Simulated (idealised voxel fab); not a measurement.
process module | voxel capacitor over wiring
cross-section cut | 230 nm wide | cells 5 nm
A cross-section is a grid of square cells, given in bands from the top down. A band is one or more rows of cells.
Each band's line starts with the height of the band's top and of its bottom, in nm. Then come its materials from left to right, each with its width in nm. One material with "throughout" fills the band from edge to edge. "air" is empty space.
Height 0 is the level under which the wafer as received is all one material. The lowest band goes on downwards, as in "0 down".
A width such as "30 to 40" changes by the same amount from each row of cells to the next, from the band's top row to its bottom row.
"no change" after a step means that no cell of the cross-section changed.
closed voids: empty space of 8 cells or more with no open way to the top, each as width x height at its distance from the left edge, in nm
after a step's settings: what the simulator itself notes on the step
overlay nm, on a step with a mask: how far to the right of its planned place the mask lay; to the left if negative
plan
1 op RECEIVE | material Si
2 op CONFORMAL_DEP | material SiO2 | thk nm 10
3 op CONFORMAL_DEP | material SiN | thk nm 5
4 op DIRECTIONAL_DEP | material SiO2 | thk nm 25
5 op DIRECTIONAL_DEP | material aC | thk nm 10
6 op PATTERN | tone open | mask id METAL_1 | material resist | width nm 20 | pitch nm 90 | thk nm 30 | overlay nm 0
7 op DIRECTIONAL_ETCH | etch materials aC | depth nm 10
8 op STRIP | etch materials resist
9 op DIRECTIONAL_ETCH | etch materials SiO2 | depth nm 25
10 op DIRECTIONAL_ETCH | etch materials SiN | depth nm 5
11 op STRIP | etch materials aC
12 op CONFORMAL_DEP | material TiN | thk nm 5
13 op FILL_DEP | material Cu | thk nm 5
14 op CMP | height nm 40
15 op CONFORMAL_DEP | material SiCN | thk nm 5
16 op DIRECTIONAL_DEP | material lowk | thk nm 20
17 op DIRECTIONAL_DEP | material aC | thk nm 10
18 op PATTERN | tone open | mask id PLUG_1 | material resist | width nm 15 | thk nm 25 | overlay nm 0
19 op DIRECTIONAL_ETCH | etch materials aC | depth nm 10
20 op STRIP | etch materials resist
21 op DIRECTIONAL_ETCH | etch materials lowk | depth nm 20
22 op DIRECTIONAL_ETCH | etch materials SiCN | depth nm 5
23 op STRIP | etch materials aC
24 op CONFORMAL_DEP | material TiN | thk nm 5
25 op FILL_DEP | material W | thk nm 10
26 op CMP | height nm 65
27 op DIRECTIONAL_DEP | material TiN | thk nm 10
28 op DIRECTIONAL_DEP | material HfO2 | thk nm 5
29 op DIRECTIONAL_DEP | material TiN | thk nm 5
30 op DIRECTIONAL_DEP | material aC | thk nm 15
31 op PATTERN | tone cover | mask id UPPER_PLATE | material resist | width nm 75 | thk nm 35 | overlay nm 0
32 op DIRECTIONAL_ETCH | etch materials aC | depth nm 15
33 op STRIP | etch materials resist
34 op DIRECTIONAL_ETCH | etch materials TiN | depth nm 5
35 op DIRECTIONAL_ETCH | etch materials HfO2 | depth nm 5
36 op STRIP | etch materials aC
37 op PATTERN | tone cover | mask id LOWER_PLATE | material resist | width nm 85 | thk nm 20 | overlay nm 0
38 op DIRECTIONAL_ETCH | etch materials TiN | depth nm 10
39 op STRIP | etch materials resist
40 op FILL_DEP | material SiO2 | thk nm 15
41 op CMP | height nm 95
42 op MASKED_ETCH | tone open | mask id PLUG_2 | width nm 15 | etch materials SiO2 | depth nm 10 | overlay nm 0
43 op CONFORMAL_DEP | material TiN | thk nm 5
44 op FILL_DEP | material W | thk nm 10
45 op CMP | height nm 95
46 op CONFORMAL_DEP | material SiN | thk nm 5
first wafer, as planned
as received, after step 1
  0 down: Si throughout
  closed voids: none
after step 2
  10 to 0: SiO2 throughout
  below 0: unchanged
after step 3
  15 to 10: SiN throughout
  below 10: unchanged
after step 4
  40 to 15: SiO2 throughout
  below 15: unchanged
after step 5
  50 to 40: aC throughout
  below 40: unchanged
after step 6
  80 to 50: resist 60 | air 20 | resist 70 | air 20 | resist 60
  below 50: unchanged
after step 7
  70 to 50: resist 60 | air 20 | resist 70 | air 20 | resist 60
  50 to 40: aC 60 | air 20 | aC 70 | air 20 | aC 60
  below 40: unchanged
after step 8
  50 to 40: aC 60 | air 20 | aC 70 | air 20 | aC 60
  below 40: unchanged
after step 9
  50 to 40: aC 60 | air 20 | aC 70 | air 20 | aC 60
  40 to 15: SiO2 60 | air 20 | SiO2 70 | air 20 | SiO2 60
  below 15: unchanged
after step 10
  50 to 40: aC 60 | air 20 | aC 70 | air 20 | aC 60
  40 to 15: SiO2 60 | air 20 | SiO2 70 | air 20 | SiO2 60
  15 to 10: SiN 60 | air 20 | SiN 70 | air 20 | SiN 60
  below 10: unchanged
after step 11
  40 to 15: SiO2 60 | air 20 | SiO2 70 | air 20 | SiO2 60
  below 15: unchanged
after step 12
  45 to 40: TiN 65 | air 10 | TiN 80 | air 10 | TiN 65
  40 to 15: SiO2 60 | TiN 5 | air 10 | TiN 5 | SiO2 70 | TiN 5 | air 10 | TiN 5 | SiO2 60
  15 to 10: SiN 60 | TiN 20 | SiN 70 | TiN 20 | SiN 60
  below 10: unchanged
after step 13
  50 to 45: Cu throughout
  45 to 40: TiN 65 | Cu 10 | TiN 80 | Cu 10 | TiN 65
  40 to 15: SiO2 60 | TiN 5 | Cu 10 | TiN 5 | SiO2 70 | TiN 5 | Cu 10 | TiN 5 | SiO2 60
  below 15: unchanged
after step 14
  40 to 15: SiO2 60 | TiN 5 | Cu 10 | TiN 5 | SiO2 70 | TiN 5 | Cu 10 | TiN 5 | SiO2 60
  below 15: unchanged
after step 15
  45 to 40: SiCN throughout
  below 40: unchanged
after step 16
  65 to 45: lowk throughout
  below 45: unchanged
after step 17
  75 to 65: aC throughout
  below 65: unchanged
after step 18
  100 to 75: resist 65 | air 15 | resist 150
  below 75: unchanged
after step 19
  90 to 75: resist 65 | air 15 | resist 150
  75 to 65: aC 65 | air 15 | aC 150
  below 65: unchanged
after step 20
  75 to 65: aC 65 | air 15 | aC 150
  below 65: unchanged
after step 21
  75 to 65: aC 65 | air 15 | aC 150
  65 to 45: lowk 65 | air 15 | lowk 150
  below 45: unchanged
after step 22
  75 to 65: aC 65 | air 15 | aC 150
  65 to 45: lowk 65 | air 15 | lowk 150
  45 to 40: SiCN 65 | air 15 | SiCN 150
  below 40: unchanged
after step 23
  65 to 45: lowk 65 | air 15 | lowk 150
  below 45: unchanged
after step 24
  70 to 65: TiN 70 | air 5 | TiN 155
  65 to 45: lowk 65 | TiN 5 | air 5 | TiN 5 | lowk 150
  45 to 40: SiCN 65 | TiN 15 | SiCN 150
  below 40: unchanged
after step 25
  80 to 70: W throughout
  70 to 65: TiN 70 | W 5 | TiN 155
  65 to 45: lowk 65 | TiN 5 | W 5 | TiN 5 | lowk 150
  below 45: unchanged
after step 26
  65 to 45: lowk 65 | TiN 5 | W 5 | TiN 5 | lowk 150
  below 45: unchanged
after step 27
  75 to 65: TiN throughout
  below 65: unchanged
after step 28
  80 to 75: HfO2 throughout
  below 75: unchanged
after step 29
  85 to 80: TiN throughout
  below 80: unchanged
after step 30
  100 to 85: aC throughout
  below 85: unchanged
after step 31
  135 to 100: air 65 | resist 75 | air 90
  below 100: unchanged
after step 32
  120 to 100: air 65 | resist 75 | air 90
  100 to 85: air 65 | aC 75 | air 90
  below 85: unchanged
after step 33
  100 to 85: air 65 | aC 75 | air 90
  below 85: unchanged
after step 34
  100 to 85: air 65 | aC 75 | air 90
  85 to 80: air 65 | TiN 75 | air 90
  below 80: unchanged
after step 35
  100 to 85: air 65 | aC 75 | air 90
  85 to 80: air 65 | TiN 75 | air 90
  80 to 75: air 65 | HfO2 75 | air 90
  below 75: unchanged
after step 36
  85 to 80: air 65 | TiN 75 | air 90
  below 80: unchanged
after step 37
  105 to 85: air 60 | resist 85 | air 85
  85 to 80: air 60 | resist 5 | TiN 75 | resist 5 | air 85
  80 to 75: air 60 | resist 5 | HfO2 75 | resist 5 | air 85
  below 75: unchanged
after step 38
  105 to 85: air 60 | resist 85 | air 85
  85 to 80: air 60 | resist 5 | TiN 75 | resist 5 | air 85
  80 to 75: air 60 | resist 5 | HfO2 75 | resist 5 | air 85
  75 to 65: air 60 | TiN 85 | air 85
  below 65: unchanged
after step 39
  85 to 80: air 65 | TiN 75 | air 90
  80 to 75: air 65 | HfO2 75 | air 90
  below 75: unchanged
after step 40
  100 to 85: SiO2 throughout
  85 to 80: SiO2 65 | TiN 75 | SiO2 90
  80 to 75: SiO2 65 | HfO2 75 | SiO2 90
  75 to 65: SiO2 60 | TiN 85 | SiO2 85
  below 65: unchanged
after step 41
  95 to 85: SiO2 throughout
  below 85: unchanged
after step 42
  95 to 85: SiO2 75 | air 15 | SiO2 140
  below 85: unchanged
after step 43
  100 to 95: TiN 80 | air 5 | TiN 145
  95 to 90: SiO2 75 | TiN 5 | air 5 | TiN 5 | SiO2 140
  90 to 80: SiO2 75 to 65 | TiN 15 to 75 | SiO2 140 to 90
  below 80: unchanged
after step 44
  110 to 100: W throughout
  100 to 95: TiN 80 | W 5 | TiN 145
  95 to 90: SiO2 75 | TiN 5 | W 5 | TiN 5 | SiO2 140
  below 90: unchanged
after step 45
  95 to 90: SiO2 75 | TiN 5 | W 5 | TiN 5 | SiO2 140
  below 90: unchanged
after step 46
  100 to 95: SiN throughout
  below 95: unchanged
second wafer: like start, like plan, one mistake. Through step 43 it matches the first wafer
when step 44 should have ended
  120 to 100: W throughout
  100 to 95: TiN 80 | W 5 | TiN 145
  95 to 90: SiO2 75 | TiN 5 | W 5 | TiN 5 | SiO2 140
  below 90: unchanged
when step 45 should have ended
  95 to 90: SiO2 75 | TiN 5 | W 5 | TiN 5 | SiO2 140
  below 90: unchanged
when step 46 should have ended
  100 to 95: SiN throughout
  below 95: unchanged
what went wrong: step 44 was run twice
at the end the two cross-sections are the same: no effect in what this model computes
